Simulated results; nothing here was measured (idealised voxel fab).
Module name: voxel capacitor over wiring (process module)
Section shown: cut. Width: 285 nm. Cell size: 5 nm, square.
In what follows, cross-sections appear as grids of square cells, described through bands that run from the top down, where every band is one or more rows of cells. Read a band's entry like this: the first values are the height of its top and the height of its bottom in nm, and what follows is the sequence of materials from left to right, each with its width in nm. Note that "air" is empty space, and that a single material marked "edge to edge" reaches across the band from edge to edge. Height datum 0, below which the as-received substrate wafer is one material. Lowest band open at the bottom, running downward: "0 down". The width entry "30 to 40" should be interpreted row by row: the top row of cells in the band takes the first number, the bottom row takes the second number, and the change between adjacent rows is uniform throughout. Given "no alterations made" for a step, no cell of the cross-section differs between before and after that step. Listed in "Closed void catalog": every empty space of 8 or more cells without an open way to the top. Form: width x height at distance, the distance being from the left edge, all in nm. Heads up: the bit after the settings on a step's line is the simulator's remark on that step. The setting "overlay nm" may be written on the line of a step. When the step uses a mask, the value reports how far to the right of the planned place the mask lay, and a negative value reports that it lay to the left.

Process steps foreseen in the plan
1,RECEIVE [material Si]
2,CONFORMAL_DEP [material SiO2] [thk nm 10]
3,DIRECTIONAL_DEP [material TiN] [thk nm 5]
4,DIRECTIONAL_DEP [material Ru] [thk nm 15]
5,PATTERN [tone cover] [mask id METAL_1] [material resist] [width nm 30] [pitch nm 80] [thk nm 20] [overlay nm 0]
6,DIRECTIONAL_ETCH [etch materials Ru] [depth nm 15]
7,DIRECTIONAL_ETCH [etch materials TiN] [depth nm 5]
8,STRIP [etch materials resist]
9,CONFORMAL_DEP [material SiN] [thk nm 5]
10,FILL_DEP [material lowk] [thk nm 5]
11,CMP [height nm 30]
12,CONFORMAL_DEP [material SiCN] [thk nm 5]
13,DIRECTIONAL_DEP [material SiO2] [thk nm 10]
14,MASKED_ETCH [tone open] [mask id PLUG_1] [width nm 15] [etch materials SiO2] [depth nm 10] [overlay nm 0]
15,MASKED_ETCH [tone open] [mask id PLUG_1] [width nm 15] [etch materials SiCN] [depth nm 5] [overlay nm 0]
16,EPI [material Ru] [thk nm 10]
17,EPI [material Ru] [thk nm 5]
18,DIRECTIONAL_DEP [material TiN] [thk nm 10]
19,DIRECTIONAL_DEP [material Al2O3] [thk nm 5]
20,DIRECTIONAL_DEP [material TiN] [thk nm 10]
21,PATTERN [tone cover] [mask id UPPER_PLATE] [material resist] [width nm 55] [thk nm 20] [overlay nm 0]
22,DIRECTIONAL_ETCH [etch materials TiN] [depth nm 10]
23,DIRECTIONAL_ETCH [etch materials Al2O3] [depth nm 5]
24,STRIP [etch materials resist]
25,MASKED_ETCH [tone cover] [mask id LOWER_PLATE] [width nm 65] [etch materials TiN] [depth nm 10] [overlay nm 0]
26,FILL_DEP [material SiO2] [thk nm 15]
27,CMP [height nm 80]
28,DIRECTIONAL_DEP [material aC] [thk nm 10]
29,PATTERN [tone open] [mask id PLUG_2] [material resist] [width nm 15] [thk nm 30] [overlay nm 0]
30,DIRECTIONAL_ETCH [etch materials aC] [depth nm 10]
31,STRIP [etch materials resist]
32,DIRECTIONAL_ETCH [etch materials SiO2] [depth nm 10]
33,STRIP [etch materials aC]
34,CONFORMAL_DEP [material TiN] [thk nm 5]
35,FILL_DEP [material Ru] [thk nm 5]
36,CMP [height nm 80]
37,CONFORMAL_DEP [material SiCN] [thk nm 5]

As-received state of the wafer in cross-section, equivalent to post-step 1
    0 down = Si edge to edge
    Closed void catalog: none

Starting structure and process plan are as shown above, but one mistake was made in running the module; the wafer cross-section at the end of the module follows
    85 to 80 = SiCN edge to edge
    80 to 75 = SiO2: 110 / TiN: 5 / Ru: 5 / TiN: 5 / SiO2: 160
    75 to 70 = SiO2: 110 / TiN: 15 / SiO2: 160
    70 to 60 = SiO2: 100 / TiN: 55 / SiO2: 130
    60 to 55 = SiO2: 100 / Al2O3: 55 / SiO2: 130
    55 to 45 = SiO2: 95 / TiN: 65 / SiO2: 125
    45 to 35 = SiO2: 100 / Ru: 20 / SiO2: 165
    35 to 30 = SiCN: 100 / Ru: 15 / SiCN: 170
    30 to 15 = lowk: 80 / SiN: 5 / Ru: 30 / SiN: 5 / lowk: 40 / SiN: 5 / Ru: 30 / SiN: 5 / lowk: 85
    15 to 10 = SiN: 85 / TiN: 30 / SiN: 50 / TiN: 30 / SiN: 90
    10 to 0 = SiO2 edge to edge
    0 down = Si edge to edge
    Closed void catalog: none
In executing the process, a mistake was made relative to the plan: the process deviated at step 14: the operation and settings actually run there were MASKED_ETCH [tone open] [mask id PLUG_1] [width nm 20] [etch materials SiO2] [depth nm 10] [overlay nm 0]
